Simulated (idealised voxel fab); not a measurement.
process module | voxel gate over fins
cross-section cut | 200 nm wide | cells 5 nm
A cross-section is a grid of square cells, given in bands from the top down. A band is one or more rows of cells.
Each band's line starts with the height of the band's top and of its bottom, in nm. Then come its materials from left to right, each with its width in nm. One material with "throughout" fills the band from edge to edge. "air" is empty space.
Height 0 is the level under which the wafer as received is all one material. The lowest band goes on downwards, as in "0 down".
A width such as "30 to 40" changes by the same amount from each row of cells to the next, from the band's top row to its bottom row.
"no change" after a step means that no cell of the cross-section changed.
closed voids: empty space of 8 cells or more with no open way to the top, each as width x height at its distance from the left edge, in nm
after a step's settings: what the simulator itself notes on the step
overlay nm, on a step with a mask: how far to the right of its planned place the mask lay; to the left if negative
plan
1 op RECEIVE | material Si
2 op CONFORMAL_DEP | material SiN | thk nm 10
3 op DIRECTIONAL_DEP | material aC | thk nm 15
4 op PATTERN | tone cover | mask id FINS | material resist | width nm 15 | pitch nm 40 | thk nm 35 | overlay nm 0
5 op DIRECTIONAL_ETCH | etch materials aC | depth nm 15
6 op STRIP | etch materials resist
7 op DIRECTIONAL_ETCH | etch materials SiN | depth nm 10
8 op DIRECTIONAL_ETCH | etch materials Si | depth nm 35
9 op STRIP | etch materials aC
10 op OXIDIZE | depth nm 5
11 op FILL_DEP | material SiO2 | thk nm 15
12 op CMP | height nm 10
13 op SELECTIVE_ETCH | etch materials SiO2 | depth nm 25
14 op STRIP | etch materials SiN
15 op CONFORMAL_DEP | material HfO2 | thk nm 5
16 op CONFORMAL_DEP | material TiN | thk nm 5
17 op CONFORMAL_DEP | material TiAl | thk nm 5
18 op CONFORMAL_DEP | material TiN | thk nm 5
19 op FILL_DEP | material W | thk nm 10
20 op CMP | height nm 25
21 op CONFORMAL_DEP | material SiCN | thk nm 5
as received, after step 1
  0 down: Si throughout
  closed voids: none
first wafer at the end, as planned
  30 to 25: SiCN throughout
  25 to 20: W throughout
  20 to 15: W 35 | TiN 125 | W 40
  15 to 10: W 35 | TiN 5 | TiAl 35 | TiN 5 | TiAl 35 | TiN 5 | TiAl 35 | TiN 5 | W 40
  10 to 5: W 35 | TiN 5 | TiAl 5 | TiN 25 | TiAl 5 | TiN 5 | TiAl 5 | TiN 25 | TiAl 5 | TiN 5 | TiAl 5 | TiN 25 | TiAl 5 | TiN 5 | W 40
  5 to 0: TiN 40 | TiAl 5 | TiN 5 | HfO2 15 | TiN 5 | TiAl 5 | TiN 5 | TiAl 5 | TiN 5 | HfO2 15 | TiN 5 | TiAl 5 | TiN 5 | TiAl 5 | TiN 5 | HfO2 15 | TiN 5 | TiAl 5 | TiN 45
  0 to -5: TiAl 45 | TiN 5 | HfO2 5 | Si 5 | HfO2 5 | TiN 5 | TiAl 15 | TiN 5 | HfO2 5 | Si 5 | HfO2 5 | TiN 5 | TiAl 15 | TiN 5 | HfO2 5 | Si 5 | HfO2 5 | TiN 5 | TiAl 50
  -5 to -10: TiN 50 | HfO2 5 | Si 5 | HfO2 5 | TiN 25 | HfO2 5 | Si 5 | HfO2 5 | TiN 25 | HfO2 5 | Si 5 | HfO2 5 | TiN 55
  -10 to -15: HfO2 55 | Si 5 | HfO2 35 | Si 5 | HfO2 35 | Si 5 | HfO2 60
  -15 to -40: SiO2 55 | Si 5 | SiO2 35 | Si 5 | SiO2 35 | Si 5 | SiO2 60
  -40 down: Si throughout
  closed voids: none
second wafer at the end: like start, like plan, one mistake
  30 to 25: SiCN throughout
  25 to 20: W throughout
  20 to 15: W 35 | TiN 125 | W 40
  15 to 10: W 35 | TiN 5 | SiO2 35 | TiN 5 | SiO2 35 | TiN 5 | SiO2 35 | TiN 5 | W 40
  10 to 5: W 35 | TiN 5 | SiO2 5 | TiN 25 | SiO2 5 | TiN 5 | SiO2 5 | TiN 25 | SiO2 5 | TiN 5 | SiO2 5 | TiN 25 | SiO2 5 | TiN 5 | W 40
  5 to 0: TiN 40 | SiO2 5 | TiN 5 | HfO2 15 | TiN 5 | SiO2 5 | TiN 5 | SiO2 5 | TiN 5 | HfO2 15 | TiN 5 | SiO2 5 | TiN 5 | SiO2 5 | TiN 5 | HfO2 15 | TiN 5 | SiO2 5 | TiN 45
  0 to -5: SiO2 45 | TiN 5 | HfO2 5 | Si 5 | HfO2 5 | TiN 5 | SiO2 15 | TiN 5 | HfO2 5 | Si 5 | HfO2 5 | TiN 5 | SiO2 15 | TiN 5 | HfO2 5 | Si 5 | HfO2 5 | TiN 5 | SiO2 50
  -5 to -10: TiN 50 | HfO2 5 | Si 5 | HfO2 5 | TiN 25 | HfO2 5 | Si 5 | HfO2 5 | TiN 25 | HfO2 5 | Si 5 | HfO2 5 | TiN 55
  -10 to -15: HfO2 55 | Si 5 | HfO2 35 | Si 5 | HfO2 35 | Si 5 | HfO2 60
  -15 to -40: SiO2 55 | Si 5 | SiO2 35 | Si 5 | SiO2 35 | Si 5 | SiO2 60
  -40 down: Si throughout
  closed voids: none
what went wrong: step 17 ran as: op CONFORMAL_DEP | material SiO2 | thk nm 5
at the end the second wafer has, in cells: 58 more of SiO2 | 58 fewer of TiAl
